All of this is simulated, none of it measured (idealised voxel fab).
This section sets out a process module, namely voxel double patterning.
The cross-section on display is named cut; it measures 175 nm wide, and its cells are 5 nm squares.
Cross-sections here: square-cell grids, written as top-down lists of bands, a band being one or more rows of cells.
Read a band's entry like this: the first values are the height of its top and the height of its bottom in nm, and what follows is the sequence of materials from left to right, each with its width in nm. Note that "blank" is empty space, and that a single material marked "throughout" reaches across the band from edge to edge.
Where do heights start? At 0: under that level the wafer as delivered is made of one material only. And the lowest band has no floor; it just carries on downward, as in "0 -> down".
Width: "30 to 40" (first number = top row, second number = bottom row, same change from row to row of cells).
The cross-section has no changed cell in any step marked "nothing altered".
Enclosed voids (no open way to top), threshold 8 cells or more, entry "Closed-off voids", notation width x height at distance, distance from left edge, nm.
On a step's line, text after the settings is the simulator commenting on that step.
overlay nm: mask right of planned place by this much (step with mask). Neg. = left.
The planned process steps are enumerated hereunder
1: RECEIVE,material Si
2: CONFORMAL_DEP,material SiN,thk nm 5
3: DIRECTIONAL_DEP,material SiO2,thk nm 20
4: DIRECTIONAL_DEP,material SiCN,thk nm 5
5: DIRECTIONAL_DEP,material aC,thk nm 15
6: PATTERN,tone open,mask id FIRST,material resist,width nm 15,pitch nm 50,thk nm 30,overlay nm 0
7: DIRECTIONAL_ETCH,etch materials aC,depth nm 15
8: STRIP,etch materials resist
9: DIRECTIONAL_ETCH,etch materials SiCN,depth nm 5
10: STRIP,etch materials aC
11: DIRECTIONAL_DEP,material aC,thk nm 10
12: PATTERN,tone open,mask id SECOND,material resist,width nm 15,thk nm 30,overlay nm 0
13: DIRECTIONAL_ETCH,etch materials aC,depth nm 10
14: STRIP,etch materials resist
15: DIRECTIONAL_ETCH,etch materials SiCN,depth nm 5
16: STRIP,etch materials aC
17: DIRECTIONAL_ETCH,etch materials SiO2,depth nm 20
18: STRIP,etch materials SiCN
Cross-section of the wafer at receipt, which is the condition after step 1
* 0 -> down = Si throughout
* Closed-off voids: none
First of two wafers at the end of the module, shown in cross-section; run carried out as planned
* 25 -> 5 = SiO2 55 nm, then blank 15 nm, then SiO2 10 nm, then blank 15 nm, then SiO2 10 nm, then blank 15 nm, then SiO2 55 nm
* 5 -> 0 = SiN throughout
* 0 -> down = Si throughout
* Closed-off voids: none
Cross-sectional view of the second of two wafers upon completion of the module. This wafer shared its starting condition and process plan with the first; one error was made during its execution
* 20 -> 0 = SiO2 55 nm, then blank 15 nm, then SiO2 10 nm, then blank 15 nm, then SiO2 10 nm, then blank 15 nm, then SiO2 55 nm
* 0 -> down = Si throughout
* Closed-off voids: none
what went wrong: skipped: plan step 2 (never run)
In the final state, the cell counts of the second wafer exceed or fall short of those of the first for the following materials: SiN: 35 fewer
